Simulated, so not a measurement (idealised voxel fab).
Process module under the name voxel double patterning
165 nm wide, 5 nm square cells: that's cross-section cut.
If you're reading a cross-section in this doc, picture square cells in a grid; it comes to you as bands, top ones listed first down to the bottom, and a band can be one or more rows of cells. This entry defines a band. It first specifies the height of the band's top and the height of its bottom in nm, and then specifies the band's materials from left to right, stating each material with its width in nm. The word "everywhere" identifies a single material that fills the band from edge to edge, while the word "empty" identifies empty space. Heights are expressed relative to 0, this being the level below which the as-received wafer comprises one material exclusively. The lowest band is unbounded in the downward direction and is denoted as in "0 -> down". So if you see something like "30..40" for the width, read it as the top row of the band sitting at the first number and the bottom row at the second, with every row in between moving by the same amount as the last. For the purposes of this document, the phrase "everything unchanged" attached to a step denotes that no cell within the cross-section was modified by that step. The list in "Sealed-off cavities" covers empty spaces of 8 cells or more that cannot reach the top through any open way, and it gives each as width x height at distance; the distance is from the left edge, and width, height and distance are in nm. after a step's settings: what the simulator itself notes on the step. Regarding "overlay nm": on a step with a mask, it is the distance the mask lay to the right of its planned place; a negative value places it to the left.

-- Planned step list for the process
1 RECEIVE [material Si]
2 CONFORMAL_DEP [material SiO2] [thk nm 10]
3 DIRECTIONAL_DEP [material polySi] [thk nm 15]
4 DIRECTIONAL_DEP [material SiN] [thk nm 10]
5 DIRECTIONAL_DEP [material aC] [thk nm 10]
6 PATTERN [tone open] [mask id FIRST] [material resist] [width nm 15] [pitch nm 50] [thk nm 30] [overlay nm 0]
7 DIRECTIONAL_ETCH [etch materials aC] [depth nm 10]
8 STRIP [etch materials resist]
9 DIRECTIONAL_ETCH [etch materials SiN] [depth nm 10]
10 STRIP [etch materials aC]
11 DIRECTIONAL_DEP [material aC] [thk nm 10]
12 PATTERN [tone open] [mask id SECOND] [material resist] [width nm 15] [pitch nm 50] [thk nm 30] [overlay nm 0]
13 DIRECTIONAL_ETCH [etch materials aC] [depth nm 10]
14 STRIP [etch materials resist]
15 DIRECTIONAL_ETCH [etch materials SiN] [depth nm 10]
16 STRIP [etch materials aC]
17 DIRECTIONAL_ETCH [etch materials polySi] [depth nm 15]
18 STRIP [etch materials SiN]

-- First wafer, two in total, run as planned

-- As-received state of the wafer in cross-section, equivalent to post-step 1
  0 -> down | Si everywhere
  Sealed-off cavities: none

-- State of the wafer after step 2, shown in cross-section
  10 -> 0 | SiO2 everywhere
  below 0: unchanged

-- State of the wafer after step 3, shown in cross-section
  25 -> 10 | polySi everywhere
  below 10: unchanged

-- State of the wafer after step 4, shown in cross-section
  35 -> 25 | SiN everywhere
  below 25: unchanged

-- State of the wafer after step 5, shown in cross-section
  45 -> 35 | aC everywhere
  below 35: unchanged

-- State of the wafer after step 6, shown in cross-section
  75 -> 45 | resist=25, empty=15, resist=35, empty=15, resist=35, empty=15, resist=25
  below 45: unchanged

-- State of the wafer after step 7, shown in cross-section
  65 -> 45 | resist=25, empty=15, resist=35, empty=15, resist=35, empty=15, resist=25
  45 -> 35 | aC=25, empty=15, aC=35, empty=15, aC=35, empty=15, aC=25
  below 35: unchanged

-- State of the wafer after step 8, shown in cross-section
  45 -> 35 | aC=25, empty=15, aC=35, empty=15, aC=35, empty=15, aC=25
  below 35: unchanged

-- State of the wafer after step 9, shown in cross-section
  45 -> 35 | aC=25, empty=15, aC=35, empty=15, aC=35, empty=15, aC=25
  35 -> 25 | SiN=25, empty=15, SiN=35, empty=15, SiN=35, empty=15, SiN=25
  below 25: unchanged

-- State of the wafer after step 10, shown in cross-section
  35 -> 25 | SiN=25, empty=15, SiN=35, empty=15, SiN=35, empty=15, SiN=25
  below 25: unchanged

-- State of the wafer after step 11, shown in cross-section
  45 -> 35 | aC=25, empty=15, aC=35, empty=15, aC=35, empty=15, aC=25
  35 -> 25 | SiN=25, aC=15, SiN=35, aC=15, SiN=35, aC=15, SiN=25
  below 25: unchanged

-- State of the wafer after step 12, shown in cross-section
  75 -> 45 | resist=50, empty=15, resist=35, empty=15, resist=50
  45 -> 35 | aC=25, resist=15, aC=35, resist=15, aC=35, resist=15, aC=25
  below 35: unchanged

-- State of the wafer after step 13, shown in cross-section
  65 -> 45 | resist=50, empty=15, resist=35, empty=15, resist=50
  45 -> 35 | aC=25, resist=15, aC=10, empty=15, aC=10, resist=15, aC=10, empty=15, aC=10, resist=15, aC=25
  below 35: unchanged

-- State of the wafer after step 14, shown in cross-section
  45 -> 35 | aC=25, empty=15, aC=10, empty=15, aC=10, empty=15, aC=10, empty=15, aC=10, empty=15, aC=25
  below 35: unchanged

-- State of the wafer after step 15, shown in cross-section
  45 -> 35 | aC=25, empty=15, aC=10, empty=15, aC=10, empty=15, aC=10, empty=15, aC=10, empty=15, aC=25
  35 -> 25 | SiN=25, aC=15, SiN=10, empty=15, SiN=10, aC=15, SiN=10, empty=15, SiN=10, aC=15, SiN=25
  below 25: unchanged

-- State of the wafer after step 16, shown in cross-section
  35 -> 25 | SiN=25, empty=15, SiN=10, empty=15, SiN=10, empty=15, SiN=10, empty=15, SiN=10, empty=15, SiN=25
  below 25: unchanged

-- State of the wafer after step 17, shown in cross-section
  35 -> 25 | SiN=25, empty=15, SiN=10, empty=15, SiN=10, empty=15, SiN=10, empty=15, SiN=10, empty=15, SiN=25
  25 -> 10 | polySi=25, empty=15, polySi=10, empty=15, polySi=10, empty=15, polySi=10, empty=15, polySi=10, empty=15, polySi=25
  below 10: unchanged

-- State of the wafer after step 18, shown in cross-section
  25 -> 10 | polySi=25, empty=15, polySi=10, empty=15, polySi=10, empty=15, polySi=10, empty=15, polySi=10, empty=15, polySi=25
  below 10: unchanged

-- Wafer two of the pair: same origin, same plan, one error during the run; identical to wafer one up to and including step 16

-- Second wafer at the planned finish of step 17, seen in cross-section
  35 -> 25 | SiN=25, empty=15, SiN=10, empty=15, SiN=10, empty=15, SiN=10, empty=15, SiN=10, empty=15, SiN=25
  25 -> 20 | polySi=25, empty=15, polySi=10, empty=15, polySi=10, empty=15, polySi=10, empty=15, polySi=10, empty=15, polySi=25
  below 20: unchanged

-- Second wafer at the planned finish of step 18, seen in cross-section
  25 -> 20 | polySi=25, empty=15, polySi=10, empty=15, polySi=10, empty=15, polySi=10, empty=15, polySi=10, empty=15, polySi=25
  below 20: unchanged
what went wrong: in deviation from the planned setting, step 17 was conducted as DIRECTIONAL_ETCH [etch materials polySi] [depth nm 5]
Heads up, by the end the second wafer has more or fewer cells of some materials compared to the first: 30 more of polySi
